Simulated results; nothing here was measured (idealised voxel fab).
The following process module bears the name voxel self aligned contacts.
It is cross-section cut that appears here, measuring 245 nm in width, its square cells being 5 nm in size.
Throughout this document, each cross-section is represented as a grid of square cells and is presented as a sequence of bands enumerated from the top downward, where a band comprises one or more rows of cells.
Within each band entry, the heights of the top and of the bottom of the band appear first, in that order and in nm; the materials of the band then follow from left to right, each with its corresponding width in nm. The designation "everywhere" on a single material indicates that it fills the band from edge to edge; the designation "air" indicates empty space.
Heads up on the height convention: 0 is the point under which the incoming wafer is all one material, and the lowest band has no bottom, it just keeps going down, like "0 nm and below".
It should be noted that a width expressed as "30 to 40" varies in equal increments from row to row of cells within the band, taking the value of the first number at the top row and that of the second number at the bottom row.
"no modifications" means the step left every cell of the cross-section as it was.
The list in "Cavities, closed" covers empty spaces of 8 cells or more that cannot reach the top through any open way, and it gives each as width x height at distance; the distance is from the left edge, and width, height and distance are in nm.
after a step's settings: what the simulator itself notes on the step
The setting "overlay nm" may be written on the line of a step. When the step uses a mask, the value reports how far to the right of the planned place the mask lay, and a negative value reports that it lay to the left.

-- Process steps - plan
1 RECEIVE (material Si)
2 OXIDIZE (depth nm 5)
3 DIRECTIONAL_DEP (material polySi; thk nm 30)
4 DIRECTIONAL_DEP (material SiN; thk nm 25)
5 DIRECTIONAL_DEP (material aC; thk nm 10)
6 PATTERN (tone cover; mask id GATE; material resist; width nm 25; pitch nm 65; thk nm 25; overlay nm 0)
7 DIRECTIONAL_ETCH (etch materials aC; depth nm 10)
8 STRIP (etch materials resist)
9 DIRECTIONAL_ETCH (etch materials SiN; depth nm 25)
10 DIRECTIONAL_ETCH (etch materials polySi; depth nm 30)
11 STRIP (etch materials aC)
12 CONFORMAL_DEP (material SiN; thk nm 10)
13 DIRECTIONAL_ETCH (etch materials SiN; depth nm 10)
14 FILL_DEP (material SiO2; thk nm 20)
15 CMP (height nm 65)
16 PATTERN (tone open; mask id CONTACT; material resist; width nm 50; thk nm 15; overlay nm 0)
17 DIRECTIONAL_ETCH (etch materials SiO2; depth nm 70)
18 STRIP (etch materials resist)
19 CONFORMAL_DEP (material TiN; thk nm 5)
20 FILL_DEP (material W; thk nm 5)
21 CMP (height nm 65)
22 CONFORMAL_DEP (material SiN; thk nm 5)

-- Received-state cross-section, reflecting completion of step 1
  0 nm and below: Si everywhere
  Cavities, closed: none

-- End-of-module cross-section. Starting structure and process plan as above; one mistake made in running it
  70 nm to 65 nm: SiN everywhere
  65 nm to 55 nm: 95 nm SiO2, 5 to 10 nm TiN, 40 to 30 nm W, 5 to 10 nm TiN, 100 nm SiO2
  55 nm to 30 nm: 75 nm SiO2, 25 nm SiN, 5 nm TiN, 30 nm W, 5 nm TiN, 25 nm SiN, 80 nm SiO2
  30 nm to 0 nm: 75 nm SiO2, 25 nm polySi, 5 nm TiN, 30 nm W, 5 nm TiN, 25 nm polySi, 80 nm SiO2
  0 nm to -5 nm: 100 nm SiO2, 40 nm TiN, 105 nm SiO2
  -5 nm and below: Si everywhere
  Cavities, closed: none
Misprocessing identified: step 12 off recipe, ran as CONFORMAL_DEP (material SiO2; thk nm 10)
